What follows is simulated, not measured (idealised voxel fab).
process module | voxel spacer lines
cross-section cut | 295 nm wide | cells 5 nm
A cross-section is a grid of square cells, given in bands from the top down. A band is one or more rows of cells.
Each band's line starts with the height of the band's top and of its bottom, in nm. Then come its materials from left to right, each with its width in nm. One material with "throughout" fills the band from edge to edge. "air" is empty space.
Height 0 is the level under which the wafer as received is all one material. The lowest band goes on downwards, as in "0 down".
A width such as "30 to 40" changes by the same amount from each row of cells to the next, from the band's top row to its bottom row.
"no change" after a step means that no cell of the cross-section changed.
closed voids: empty space of 8 cells or more with no open way to the top, each as width x height at its distance from the left edge, in nm
after a step's settings: what the simulator itself notes on the step
overlay nm, on a step with a mask: how far to the right of its planned place the mask lay; to the left if negative
plan
1 op RECEIVE | material Si
2 op CONFORMAL_DEP | material Al2O3 | thk nm 10
3 op DIRECTIONAL_DEP | material TiN | thk nm 10
4 op DIRECTIONAL_DEP | material aC | thk nm 20
5 op PATTERN | tone cover | mask id MANDREL | material resist | width nm 25 | pitch nm 70 | thk nm 25 | overlay nm 0
6 op DIRECTIONAL_ETCH | etch materials aC | depth nm 20
7 op STRIP | etch materials resist
8 op CONFORMAL_DEP | material SiO2 | thk nm 10
9 op DIRECTIONAL_ETCH | etch materials SiO2 | depth nm 10
10 op STRIP | etch materials aC
11 op DIRECTIONAL_ETCH | etch materials TiN | depth nm 10
12 op STRIP | etch materials SiO2
13 op FILL_DEP | material SiO2 | thk nm 5
14 op CMP | height nm 20
as received, after step 1
  0 down: Si throughout
  closed voids: none
first wafer at the end, as planned
  20 to 10: SiO2 55 | TiN 10 | SiO2 25 | TiN 10 | SiO2 25 | TiN 10 | SiO2 25 | TiN 10 | SiO2 25 | TiN 10 | SiO2 25 | TiN 10 | SiO2 55
  10 to 0: Al2O3 throughout
  0 down: Si throughout
  closed voids: none
second wafer at the end: like start, like plan, one mistake
  20 to 10: SiO2 55 | TiN 10 | SiO2 25 | TiN 10 | SiO2 25 | TiN 10 | SiO2 25 | TiN 10 | SiO2 25 | TiN 10 | SiO2 25 | TiN 10 | SiO2 55
  10 to 0: TiN throughout
  0 down: Si throughout
  closed voids: none
what went wrong: step 2 ran as: op CONFORMAL_DEP | material TiN | thk nm 10
at the end the second wafer has, in cells: 118 fewer of Al2O3 | 118 more of TiN
